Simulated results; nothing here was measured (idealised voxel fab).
Process module, titled voxel capacitor over wiring
This is section cut - it's 190 nm across, gridded in 5 nm square cells.
Cross-sections here: square-cell grids, written as top-down lists of bands, a band being one or more rows of cells. In this notation a band is specified by the heights of its top and bottom, in that order and in nm, after which its materials appear from left to right, each paired with its width in nm. The word "everywhere" attached to a single material means that material fills the band from edge to edge; the word "blank" stands for empty space. Height 0 is the level under which the wafer as received is all one material. The lowest band goes on downwards, as in "0 nm and below". You'd read "30 to 40" like this: the band's top row of cells is as wide as the first number, its bottom row is as wide as the second, and going down, every row changes width by the same amount as the row before did. "no change occurred", as given for a step, is the statement that not any cell of the cross-section underwent a change during that step. The entry titled "Unvented cavities" provides the empty spaces that have no open way to the top, restricted to those of 8 cells or more. Each is presented as width x height at distance, the distance being measured from the left edge, with all three in nm. Note: text after step settings on the step line = simulator remark on that step. overlay nm: right-of-plan distance of the mask on a masked step; negative values mean left-of-plan.
plan:
1) RECEIVE: material Si
2) CONFORMAL_DEP: material SiO2, thk nm 10
3) CONFORMAL_DEP: material SiN, thk nm 5
4) DIRECTIONAL_DEP: material lowk, thk nm 25
5) PATTERN: tone open, mask id METAL_1, material resist, width nm 30, pitch nm 80, thk nm 20, overlay nm 0
6) DIRECTIONAL_ETCH: etch materials lowk, depth nm 25
7) DIRECTIONAL_ETCH: etch materials SiN, depth nm 5
8) STRIP: etch materials resist
9) CONFORMAL_DEP: material TiN, thk nm 5
10) FILL_DEP: material Cu, thk nm 5
11) CMP: height nm 40
12) CONFORMAL_DEP: material SiCN, thk nm 5
13) DIRECTIONAL_DEP: material lowk, thk nm 10
14) MASKED_ETCH: tone open, mask id PLUG_1, width nm 15, etch materials lowk, depth nm 10, overlay nm 0
15) MASKED_ETCH: tone open, mask id PLUG_1, width nm 15, etch materials SiCN, depth nm 5, overlay nm 0
16) CONFORMAL_DEP: material TiN, thk nm 5
17) FILL_DEP: material Ru, thk nm 10
18) CMP: height nm 55
19) DIRECTIONAL_DEP: material TiN, thk nm 5
20) DIRECTIONAL_DEP: material SiN, thk nm 5
21) DIRECTIONAL_DEP: material TiN, thk nm 10
22) MASKED_ETCH: tone cover, mask id UPPER_PLATE, width nm 55, etch materials TiN, depth nm 10, overlay nm 0
23) MASKED_ETCH: tone cover, mask id UPPER_PLATE, width nm 55, etch materials SiN, depth nm 5, overlay nm 0
24) MASKED_ETCH: tone cover, mask id LOWER_PLATE, width nm 65, etch materials TiN, depth nm 5, overlay nm 0
25) FILL_DEP: material SiO2, thk nm 15
26) CMP: height nm 85
27) MASKED_ETCH: tone open, mask id PLUG_2, width nm 15, etch materials SiO2, depth nm 10, overlay nm 0
28) CONFORMAL_DEP: material TiN, thk nm 5
29) FILL_DEP: material Ru, thk nm 10
30) CMP: height nm 85
31) CONFORMAL_DEP: material SiN, thk nm 5
Cross-section: wafer on arrival = after step 1:
    0 nm and below = Si everywhere
    Unvented cavities: none
The first of two wafers, cross-sectioned at the end of the module, with the run proceeding as planned:
    90 nm to 85 nm = SiN everywhere
    85 nm to 80 nm = 65 of SiO2 | 5 of TiN | 5 of Ru | 5 of TiN | 110 of SiO2
    80 nm to 75 nm = 65 of SiO2 | 15 of TiN | 110 of SiO2
    75 nm to 65 nm = 55 of SiO2 | 55 of TiN | 80 of SiO2
    65 nm to 60 nm = 55 of SiO2 | 55 of SiN | 80 of SiO2
    60 nm to 55 nm = 50 of SiO2 | 65 of TiN | 75 of SiO2
    55 nm to 45 nm = 55 of lowk | 5 of TiN | 5 of Ru | 5 of TiN | 120 of lowk
    45 nm to 40 nm = 55 of SiCN | 15 of TiN | 120 of SiCN
    40 nm to 15 nm = 40 of lowk | 5 of TiN | 20 of Cu | 5 of TiN | 50 of lowk | 5 of TiN | 20 of Cu | 5 of TiN | 40 of lowk
    15 nm to 10 nm = 40 of SiN | 30 of TiN | 50 of SiN | 30 of TiN | 40 of SiN
    10 nm to 0 nm = SiO2 everywhere
    0 nm and below = Si everywhere
    Unvented cavities: none
Cross-section, wafer two of two, end of module: same start and plan as wafer one, one error in execution:
    90 nm to 85 nm = SiN everywhere
    85 nm to 80 nm = 65 of SiO2 | 5 of TiN | 5 of Ru | 5 of TiN | 110 of SiO2
    80 nm to 75 nm = 65 of SiO2 | 15 of TiN | 110 of SiO2
    75 nm to 65 nm = 55 of SiO2 | 55 of TiN | 80 of SiO2
    65 nm to 60 nm = 55 of SiO2 | 55 of SiN | 80 of SiO2
    60 nm to 55 nm = 50 of SiO2 | 65 of TiN | 75 of SiO2
    55 nm to 45 nm = 55 of lowk | 5 of TiN | 5 of Ru | 5 of TiN | 120 of lowk
    45 nm to 40 nm = 55 of SiCN | 15 of TiN | 120 of SiCN
    40 nm to 15 nm = 40 of lowk | 5 of Ru | 20 of Cu | 5 of Ru | 50 of lowk | 5 of Ru | 20 of Cu | 5 of Ru | 40 of lowk
    15 nm to 10 nm = 40 of SiN | 30 of Ru | 50 of SiN | 30 of Ru | 40 of SiN
    10 nm to 0 nm = SiO2 everywhere
    0 nm and below = Si everywhere
    Unvented cavities: none
Against the plan, the run slipped here: so step 9 ended up running with a different setting than we planned, it ran as CONFORMAL_DEP: material Ru, thk nm 5
The second wafer ends with more or fewer cells of some materials than the first, per final count: Ru: 32 more; TiN: 32 fewer
